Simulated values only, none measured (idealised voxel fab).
Process module heading - voxel air gaps
The width of the displayed cross-section, cut, is 170 nm; its cells are square, with a size of 5 nm.
A cross-section is written here as square cells arranged in a grid, and it is given in bands from the top down, each band taking up one or more rows of cells.
Basically the band line says how high the top is and how high the bottom is, in nm, and then what's in it from left to right, every material with its width in nm. Empty space shows up as "air", and if a single material carries "full width" it runs the full band edge to edge.
Height is counted from the level 0, under which the received wafer is composed throughout of one material. The lowest of the bands is not closed at the bottom but continues downward, in the notation "z 0 and below".
The notation "30..40" denotes a width that varies across the rows of cells in the band, beginning at the first number in the top row, finishing at the second number in the bottom row, and changing by an identical amount from each row to the next.
"remained the same" for a step: no cell of the cross-section changed in that step.
For the entry "Sealed void list", the listed items are empty spaces with no open way to the top whose size is 8 cells or more; each item follows the pattern width x height at distance, where distance is from the left edge and all three are in nm.
That trailing text on a step's line, after the settings, is the simulator's own remark on the step.
"overlay nm" answers the question of how far to the right of plan the mask lay on a step that has a mask, and when it is negative the answer is to the left.
-- plan
| 1 | RECEIVE,material Si |
| 2 | CONFORMAL_DEP,material SiO2,thk nm 15 |
| 3 | CONFORMAL_DEP,material SiN,thk nm 5 |
| 4 | DIRECTIONAL_DEP,material SiO2,thk nm 40 |
| 5 | MASKED_ETCH,tone open,mask id LINES,width nm 25,pitch nm 50,etch materials SiO2,depth nm 40,overlay nm 0 |
| 6 | CONFORMAL_DEP,material TiN,thk nm 5 |
| 7 | FILL_DEP,material W,thk nm 5 |
| 8 | CMP,height nm 60 |
| 9 | EPI,material Ru,thk nm 10 |
| 10 | SELECTIVE_ETCH,etch materials SiO2,depth nm 50 |
| 11 | CONFORMAL_DEP,material SiCN,thk nm 5 |
-- First of two wafers - as planned
-- As received (post step 1): cross-section
- z 0 and below: Si full width
- Sealed void list: none
-- Wafer section view after processing step 2
- z 15 to 0: SiO2 full width
- Under 0: no change, same as before.
-- Wafer section view after processing step 3
- z 20 to 15: SiN full width
- Under 15: no change, same as before.
-- Wafer section view after processing step 4
- z 60 to 20: SiO2 full width
- Under 20: no change, same as before.
-- Wafer section view after processing step 5
- z 60 to 20: SiO2 (20), air (25), SiO2 (25), air (25), SiO2 (25), air (25), SiO2 (25)
- Under 20: no change, same as before.
-- Wafer section view after processing step 6
- z 65 to 60: TiN (25), air (15), TiN (35), air (15), TiN (35), air (15), TiN (30)
- z 60 to 25: SiO2 (20), TiN (5), air (15), TiN (5), SiO2 (25), TiN (5), air (15), TiN (5), SiO2 (25), TiN (5), air (15), TiN (5), SiO2 (25)
- z 25 to 20: SiO2 (20), TiN (25), SiO2 (25), TiN (25), SiO2 (25), TiN (25), SiO2 (25)
- Under 20: no change, same as before.
-- Wafer section view after processing step 7
- z 70 to 65: W full width
- z 65 to 60: TiN (25), W (15), TiN (35), W (15), TiN (35), W (15), TiN (30)
- z 60 to 25: SiO2 (20), TiN (5), W (15), TiN (5), SiO2 (25), TiN (5), W (15), TiN (5), SiO2 (25), TiN (5), W (15), TiN (5), SiO2 (25)
- Under 25: no change, same as before.
-- Wafer section view after processing step 8
- z 60 to 25: SiO2 (20), TiN (5), W (15), TiN (5), SiO2 (25), TiN (5), W (15), TiN (5), SiO2 (25), TiN (5), W (15), TiN (5), SiO2 (25)
- Under 25: no change, same as before.
-- Wafer section view after processing step 9
- z 70 to 60: air (10), Ru (45), air (5), Ru (45), air (5), Ru (45), air (15)
- Under 60: no change, same as before.
-- Wafer section view after processing step 10
- z 70 to 60: air (10), Ru (45), air (5), Ru (45), air (5), Ru (45), air (15)
- z 60 to 25: air (20), TiN (5), W (15), TiN (5), air (25), TiN (5), W (15), TiN (5), air (25), TiN (5), W (15), TiN (5), air (25)
- z 25 to 20: air (20), TiN (25), air (25), TiN (25), air (25), TiN (25), air (25)
- Under 20: no change, same as before.
-- Wafer section view after processing step 11
- z 75 to 70: air (5), SiCN (155), air (10)
- z 70 to 60: air (5), SiCN (5), Ru (45), SiCN (5), Ru (45), SiCN (5), Ru (45), SiCN (5), air (10)
- z 60 to 55: air (5), SiCN (15), TiN (5), W (15), TiN (5), SiCN (25), TiN (5), W (15), TiN (5), SiCN (25), TiN (5), W (15), TiN (5), SiCN (15), air (10)
- z 55 to 25: air (15), SiCN (5), TiN (5), W (15), TiN (5), SiCN (5), air (15), SiCN (5), TiN (5), W (15), TiN (5), SiCN (5), air (15), SiCN (5), TiN (5), W (15), TiN (5), SiCN (5), air (20)
- z 25 to 20: SiCN (20), TiN (25), SiCN (25), TiN (25), SiCN (25), TiN (25), SiCN (25)
- Under 20: no change, same as before.
- Sealed void list: 15 x 30 at 50; 15 x 30 at 100
-- Second of two: same start, same plan, one run error; steps up to and including 7 match the first
-- Cross-section of the second wafer when, according to plan, step 8 should have finished
- z 55 to 25: SiO2 (20), TiN (5), W (15), TiN (5), SiO2 (25), TiN (5), W (15), TiN (5), SiO2 (25), TiN (5), W (15), TiN (5), SiO2 (25)
- Under 25: no change, same as before.
-- Cross-section of the second wafer when, according to plan, step 9 should have finished
- z 65 to 55: air (10), Ru (45), air (5), Ru (45), air (5), Ru (45), air (15)
- Under 55: no change, same as before.
-- Cross-section of the second wafer when, according to plan, step 10 should have finished
- z 65 to 55: air (10), Ru (45), air (5), Ru (45), air (5), Ru (45), air (15)
- z 55 to 25: air (20), TiN (5), W (15), TiN (5), air (25), TiN (5), W (15), TiN (5), air (25), TiN (5), W (15), TiN (5), air (25)
- z 25 to 20: air (20), TiN (25), air (25), TiN (25), air (25), TiN (25), air (25)
- Under 20: no change, same as before.
-- Cross-section of the second wafer when, according to plan, step 11 should have finished
- z 70 to 65: air (5), SiCN (155), air (10)
- z 65 to 55: air (5), SiCN (5), Ru (45), SiCN (5), Ru (45), SiCN (5), Ru (45), SiCN (5), air (10)
- z 55 to 50: air (5), SiCN (15), TiN (5), W (15), TiN (5), SiCN (25), TiN (5), W (15), TiN (5), SiCN (25), TiN (5), W (15), TiN (5), SiCN (15), air (10)
- z 50 to 25: air (15), SiCN (5), TiN (5), W (15), TiN (5), SiCN (5), air (15), SiCN (5), TiN (5), W (15), TiN (5), SiCN (5), air (15), SiCN (5), TiN (5), W (15), TiN (5), SiCN (5), air (20)
- z 25 to 20: SiCN (20), TiN (25), SiCN (25), TiN (25), SiCN (25), TiN (25), SiCN (25)
- Under 20: no change, same as before.
- Sealed void list: 15 x 25 at 50; 15 x 25 at 100
Finding, execution versus plan: step 8 went in with a setting other than planned; the actual run was CMP,height nm 55
Final tally in cells, some materials are higher or lower on the second wafer than on the first: -6 SiCN, -6 TiN, -9 W
